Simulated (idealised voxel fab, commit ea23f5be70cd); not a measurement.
Process module under the name voxel air gaps
The width of the displayed cross-section, cut, is 180 nm; its cells are square, with a size of 5 nm.
Cross-section spec: square-cell grid; bands listed top down; each band is one or more rows. What a band's entry tells you: where the top is and where the bottom is, as heights in nm, and after that what lies inside, material by material from left to right, each with its width in nm. Empty space is written as the word "air", and a single material marked with the word "edge to edge" occupies the band from edge to edge. All heights in this document are referenced to 0, defined as the level beneath which the wafer, as received, consists entirely of one material. The lowest band is not bounded below; it extends indefinitely downward and is written in the form "0 -> down". You'd read "30..40" like this: the band's top row of cells is as wide as the first number, its bottom row is as wide as the second, and going down, every row changes width by the same amount as the row before did. Take "all unchanged" at face value: in the step it is given for, the cross-section changed in none of its cells. In the "Internal closed voids" entry, you get each enclosed empty space of 8 cells or more, one with no open way to the top, written width x height at distance, distance from the left edge, in nm. Read whatever lies past the settings on a step's line as the simulator's own remark about the step. "overlay nm", when on a step's line for a step with a mask, measures how far to the right of its planned place the mask lay; a negative measure means to the left.

# Intended process steps
1 RECEIVE | material Si
2 CONFORMAL_DEP | material SiO2 | thk nm 15
3 CONFORMAL_DEP | material SiN | thk nm 5
4 DIRECTIONAL_DEP | material SiO2 | thk nm 40
5 PATTERN | tone open | mask id LINES | material resist | width nm 15 | pitch nm 45 | thk nm 20 | overlay nm 0
6 DIRECTIONAL_ETCH | etch materials SiO2 | depth nm 40
7 STRIP | etch materials resist
8 CONFORMAL_DEP | material TiN | thk nm 5
9 FILL_DEP | material W | thk nm 5
10 CMP | height nm 60
11 EPI | material Ru | thk nm 10
12 SELECTIVE_ETCH | etch materials SiO2 | depth nm 50
13 CONFORMAL_DEP | material SiCN | thk nm 5
Variable across wafers: step 5 width nm (plan value is that of the first wafer; starting state common to all).

# Cross-sectional view of the first of several wafers in the as-received condition, corresponding to the state following step 1
> 0 -> down  Si edge to edge
> Internal closed voids: none

# Module end state after final step 13: cross-section of the first of several wafers
> 75 -> 70  air=20 | SiCN=135 | air=25
> 70 -> 60  air=20 | SiCN=5 | Ru=35 | SiCN=10 | Ru=35 | SiCN=10 | Ru=35 | SiCN=5 | air=25
> 60 -> 55  air=20 | SiCN=15 | TiN=5 | W=5 | TiN=5 | SiCN=30 | TiN=5 | W=5 | TiN=5 | SiCN=30 | TiN=5 | W=5 | TiN=5 | SiCN=15 | air=25
> 55 -> 25  air=30 | SiCN=5 | TiN=5 | W=5 | TiN=5 | SiCN=5 | air=20 | SiCN=5 | TiN=5 | W=5 | TiN=5 | SiCN=5 | air=20 | SiCN=5 | TiN=5 | W=5 | TiN=5 | SiCN=5 | air=35
> 25 -> 20  SiCN=35 | TiN=15 | SiCN=30 | TiN=15 | SiCN=30 | TiN=15 | SiCN=40
> 20 -> 15  SiN edge to edge
> 15 -> 0  SiO2 edge to edge
> 0 -> down  Si edge to edge
> Internal closed voids: 20 x 30 at 55; 20 x 30 at 100

# End of module: cross-section, last of several wafers
> 75 -> 70  air=15 | SiCN=150 | air=15
> 70 -> 60  air=15 | SiCN=5 | Ru=140 | SiCN=5 | air=15
> 60 -> 55  air=15 | SiCN=15 | TiN=5 | W=20 | TiN=5 | SiO2=15 | TiN=5 | W=20 | TiN=5 | SiO2=15 | TiN=5 | W=20 | TiN=5 | SiCN=15 | air=15
> 55 -> 25  air=25 | SiCN=5 | TiN=5 | W=20 | TiN=5 | SiO2=15 | TiN=5 | W=20 | TiN=5 | SiO2=15 | TiN=5 | W=20 | TiN=5 | SiCN=5 | air=25
> 25 -> 20  SiCN=30 | TiN=30 | SiO2=15 | TiN=30 | SiO2=15 | TiN=30 | SiCN=30
> 20 -> 15  SiN edge to edge
> 15 -> 0  SiO2 edge to edge
> 0 -> down  Si edge to edge
> Internal closed voids: none

# Tabulated below, wafer by wafer, are the end-of-module results: for each material, the number of cells gained (+) or lost (-) relative to the as-received state, followed by the closed voids
width nm 15; +42 Ru; +120 SiCN; +36 SiN; +108 SiO2; +51 TiN; +21 W; Internal closed voids: 20 x 30 at 55; 20 x 30 at 100
width nm 20; +48 Ru; +112 SiCN; +36 SiN; +108 SiO2; +54 TiN; +42 W; Internal closed voids: 15 x 30 at 60; 15 x 30 at 105
width nm 25; +54 Ru; +64 SiCN; +36 SiN; +172 SiO2; +57 TiN; +63 W; Internal closed voids: none
width nm 30; +56 Ru; +64 SiCN; +36 SiN; +156 SiO2; +60 TiN; +84 W; Internal closed voids: none
